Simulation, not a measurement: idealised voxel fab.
A process module follows: voxel tone inversion.
Cross-sectional view cut (width: 185 nm; square cell size: 5 nm).
Square cells in a grid make up a cross-section in this document, and the grid is given as bands, listed from the top down, each one or more rows of cells. Within each band entry, the heights of the top and of the bottom of the band appear first, in that order and in nm; the materials of the band then follow from left to right, each with its corresponding width in nm. The designation "throughout" on a single material indicates that it fills the band from edge to edge; the designation "blank" indicates empty space. Convention: height 0 is the level below which the wafer, as received, is all one material. The lowest band does not terminate at the bottom but continues downward, represented as "from 0 down". It should be noted that a width expressed as "30 to 40" varies in equal increments from row to row of cells within the band, taking the value of the first number at the top row and that of the second number at the bottom row. When a step is marked "no modifications", none of the cells in the cross-section changed during that step. Empty spaces counting at least 8 cells and having no open way to the top are listed in "Entrapped voids". The notation width x height at distance is used for each, the distance being from the left edge and all three values in nm. Past the settings on a step's line: simulator remark, on that step. "overlay nm", when on a step's line for a step with a mask, measures how far to the right of its planned place the mask lay; a negative measure means to the left.
**Set out below are the planned steps of the process**
1) RECEIVE: material Si
2) CONFORMAL_DEP: material SiCN, thk nm 10
3) DIRECTIONAL_DEP: material aC, thk nm 5
4) PATTERN: tone cover, mask id POSTS, material resist, width nm 20, pitch nm 50, thk nm 20, overlay nm 0
5) DIRECTIONAL_ETCH: etch materials aC, depth nm 15
6) STRIP: etch materials resist
7) FILL_DEP: material lowk, thk nm 10
8) CMP: height nm 25
9) STRIP: etch materials aC
10) CONFORMAL_DEP: material TiN, thk nm 5
11) FILL_DEP: material W, thk nm 5
12) CMP: height nm 25
13) CONFORMAL_DEP: material SiCN, thk nm 5
Wafers differ in thk nm at step 3; plan lists the first wafer's value; identical starting state.
**The as-received cross-section of the first of several wafers corresponds to the state after step 1**
* from 0 down = Si throughout
* Entrapped voids: none
**Quick key for the table: a row per wafer, taken at the end of the module. For each material it tells you how many cells the wafer gained (+) or lost (-) since it came in, and the closed voids come after**
thk nm 5; +111 SiCN; +8 aC; +103 lowk; Entrapped voids: none
thk nm 10; +111 SiCN; +16 aC; +95 lowk; Entrapped voids: none
thk nm 15; +111 SiCN; +16 TiN; +8 W; +87 lowk; Entrapped voids: none
